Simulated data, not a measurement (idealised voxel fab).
The name of this process module is voxel transistor to metal.
Pictured: cross-section cut, 180 nm wide, on a grid of 5 nm square cells.
Cross-section, as written here: a square-cell grid given band by band from the top down, where a band holds one or more rows of cells. A band entry consists of two parts. The first gives the height of the band's top and the height of its bottom, in nm. The rest lists the band's materials from left to right, each with its width in nm. A single material labelled with the word "edge to edge" fills the band from edge to edge, and the word "air" marks empty space. Measure heights from 0. That's the level where, below it, the as-received wafer is all one material. The lowest band is bottomless and extends downward; write it as in "top 0, no bottom". A width such as "30->40" changes by the same amount from each row of cells to the next, from the band's top row to its bottom row. Basically "everything unchanged" means that step didn't change any cell in the cross-section. The entry titled "Unvented internal voids" provides the empty spaces that have no open way to the top, restricted to those of 8 cells or more. Each is presented as width x height at distance, the distance being measured from the left edge, with all three in nm. Past the settings on a step's line: simulator remark, on that step. "overlay nm", when on a step's line for a step with a mask, measures how far to the right of its planned place the mask lay; a negative measure means to the left.

[The following list gives the planned process steps]
| 1 | RECEIVE with material Si |
| 2 | OXIDIZE with depth nm 5 |
| 3 | CONFORMAL_DEP with material SiN, thk nm 15 |
| 4 | DIRECTIONAL_DEP with material aC, thk nm 15 |
| 5 | PATTERN with tone cover, mask id ACTIVE, material resist, width nm 95, thk nm 35, overlay nm 0 |
| 6 | DIRECTIONAL_ETCH with etch materials aC, depth nm 15 |
| 7 | STRIP with etch materials resist |
| 8 | DIRECTIONAL_ETCH with etch materials SiN, depth nm 15 |
| 9 | DIRECTIONAL_ETCH with etch materials SiO2, depth nm 5 |
| 10 | DIRECTIONAL_ETCH with etch materials Si, depth nm 20 |
| 11 | STRIP with etch materials aC |
| 12 | OXIDIZE with depth nm 5 |
| 13 | FILL_DEP with material SiO2, thk nm 15 |
| 14 | CMP with height nm 15 |
| 15 | SELECTIVE_ETCH with etch materials SiO2, depth nm 5 |
| 16 | STRIP with etch materials SiN |
| 17 | SELECTIVE_ETCH with etch materials SiO2, depth nm 5 |
| 18 | OXIDIZE with depth nm 5 |
| 19 | DIRECTIONAL_DEP with material polySi, thk nm 20 |
| 20 | DIRECTIONAL_DEP with material SiCN, thk nm 15 |
| 21 | DIRECTIONAL_DEP with material aC, thk nm 10 |
| 22 | PATTERN with tone cover, mask id GATE, material resist, width nm 15, thk nm 30, overlay nm 0 |
| 23 | DIRECTIONAL_ETCH with etch materials aC, depth nm 10 |
| 24 | STRIP with etch materials resist |
| 25 | DIRECTIONAL_ETCH with etch materials SiCN, depth nm 25 |
| 26 | DIRECTIONAL_ETCH with etch materials polySi, depth nm 30 |
| 27 | STRIP with etch materials aC |
| 28 | CONFORMAL_DEP with material SiO2, thk nm 5 |
| 29 | DIRECTIONAL_ETCH with etch materials SiO2, depth nm 5 |
| 30 | CONFORMAL_DEP with material SiN, thk nm 5 |
| 31 | DIRECTIONAL_ETCH with etch materials SiN, depth nm 5 |
| 32 | DIRECTIONAL_ETCH with etch materials SiO2, depth nm 5 |
| 33 | DIRECTIONAL_ETCH with etch materials Si, depth nm 10 |
| 34 | EPI with material SiGe, thk nm 10 |
| 35 | FILL_DEP with material SiO2, thk nm 10 |
| 36 | CMP with height nm 30 |
| 37 | DIRECTIONAL_DEP with material SiO2, thk nm 10 |
| 38 | DIRECTIONAL_DEP with material aC, thk nm 10 |
| 39 | PATTERN with tone open, mask id CONTACT, material resist, width nm 30, pitch nm 55, thk nm 25, overlay nm 0 |
| 40 | DIRECTIONAL_ETCH with etch materials aC, depth nm 10 |
| 41 | STRIP with etch materials resist |
| 42 | DIRECTIONAL_ETCH with etch materials SiO2, depth nm 50 |
| 43 | STRIP with etch materials aC |
| 44 | CONFORMAL_DEP with material TiN, thk nm 5 |
| 45 | FILL_DEP with material Ru, thk nm 10 |
| 46 | CMP with height nm 40 |
| 47 | CONFORMAL_DEP with material SiN, thk nm 5 |
| 48 | DIRECTIONAL_DEP with material lowk, thk nm 20 |
| 49 | PATTERN with tone open, mask id METAL_1, material resist, width nm 15, pitch nm 70, thk nm 20, overlay nm 0 |
| 50 | DIRECTIONAL_ETCH with etch materials lowk, depth nm 20 |
| 51 | DIRECTIONAL_ETCH with etch materials SiN, depth nm 5 |
| 52 | STRIP with etch materials resist |
| 53 | CONFORMAL_DEP with material TiN, thk nm 5 |
| 54 | FILL_DEP with material Ru, thk nm 5 |
| 55 | CMP with height nm 65 |
| 56 | EPI with material Ru, thk nm 5 |
| 57 | FILL_DEP with material SiCN, thk nm 5 |
| 58 | DIRECTIONAL_DEP with material lowk, thk nm 30 |
| 59 | DIRECTIONAL_DEP with material aC, thk nm 15 |
| 60 | PATTERN with tone open, mask id METAL_2, material resist, width nm 15, pitch nm 70, thk nm 35, overlay nm 0 |
| 61 | DIRECTIONAL_ETCH with etch materials aC, depth nm 15 |
| 62 | STRIP with etch materials resist |
| 63 | DIRECTIONAL_ETCH with etch materials lowk, depth nm 15 |
| 64 | STRIP with etch materials aC |
| 65 | DIRECTIONAL_DEP with material aC, thk nm 10 |
| 66 | PATTERN with tone open, mask id METAL_2_HOLES, material resist, width nm 15, pitch nm 70, thk nm 30, overlay nm 0 |
| 67 | DIRECTIONAL_ETCH with etch materials aC, depth nm 10 |
| 68 | STRIP with etch materials resist |
| 69 | DIRECTIONAL_ETCH with etch materials lowk, depth nm 15 |
| 70 | DIRECTIONAL_ETCH with etch materials SiCN, depth nm 5 |
| 71 | STRIP with etch materials aC |
| 72 | CONFORMAL_DEP with material TiN, thk nm 5 |
| 73 | FILL_DEP with material Cu, thk nm 5 |
| 74 | CMP with height nm 105 |
| 75 | CONFORMAL_DEP with material SiCN, thk nm 5 |

[Cross-section of the wafer at receipt, which is the condition after step 1]
* top 0, no bottom | Si edge to edge
* Unvented internal voids: none

[Same starting wafer, same plan as above, one mistake in the execution; this is the cross-section at the end of the module]
* top 110, bottom 105 | SiCN edge to edge
* top 105, bottom 75 | lowk 45 / TiN 5 / Cu 5 / TiN 5 / lowk 55 / TiN 5 / Cu 5 / TiN 5 / lowk 50
* top 75, bottom 70 | SiCN 45 / TiN 15 / SiCN 55 / TiN 15 / SiCN 50
* top 70, bottom 65 | SiCN 40 / Ru 25 / SiCN 45 / Ru 25 / SiCN 45
* top 65, bottom 45 | lowk 45 / TiN 5 / Ru 5 / TiN 5 / lowk 55 / TiN 5 / Ru 5 / TiN 5 / lowk 50
* top 45, bottom 40 | SiN 45 / TiN 15 / SiN 55 / TiN 15 / SiN 50
* top 40, bottom 30 | SiO2 45 / TiN 5 / Ru 20->15 / TiN 5->10 / SiO2 25 / TiN 5->10 / Ru 20->15 / TiN 5 / SiO2 50
* top 30, bottom 25 | SiCN 35 / SiO2 5 / SiN 5 / TiN 5 / Ru 15 / TiN 5 / SiN 5 / SiO2 5 / SiCN 15 / SiO2 5 / SiN 5 / TiN 5 / Ru 15 / TiN 5 / SiN 5 / SiO2 5 / SiCN 40
* top 25, bottom 20 | polySi 35 / SiO2 5 / SiN 5 / TiN 25 / SiN 5 / SiO2 5 / SiCN 15 / SiO2 5 / SiN 5 / TiN 25 / SiN 5 / SiO2 5 / polySi 40
* top 20, bottom 15 | polySi 35 / SiCN 105 / polySi 40
* top 15, bottom 5 | polySi edge to edge
* top 5, bottom -5 | SiO2 35 / polySi 105 / SiO2 40
* top -5, bottom -10 | SiO2 edge to edge
* top -10, bottom -30 | SiO2 45 / Si 85 / SiO2 50
* top -30, no bottom | Si edge to edge
* Unvented internal voids: none
Short version of what went wrong: step 20 was run twice
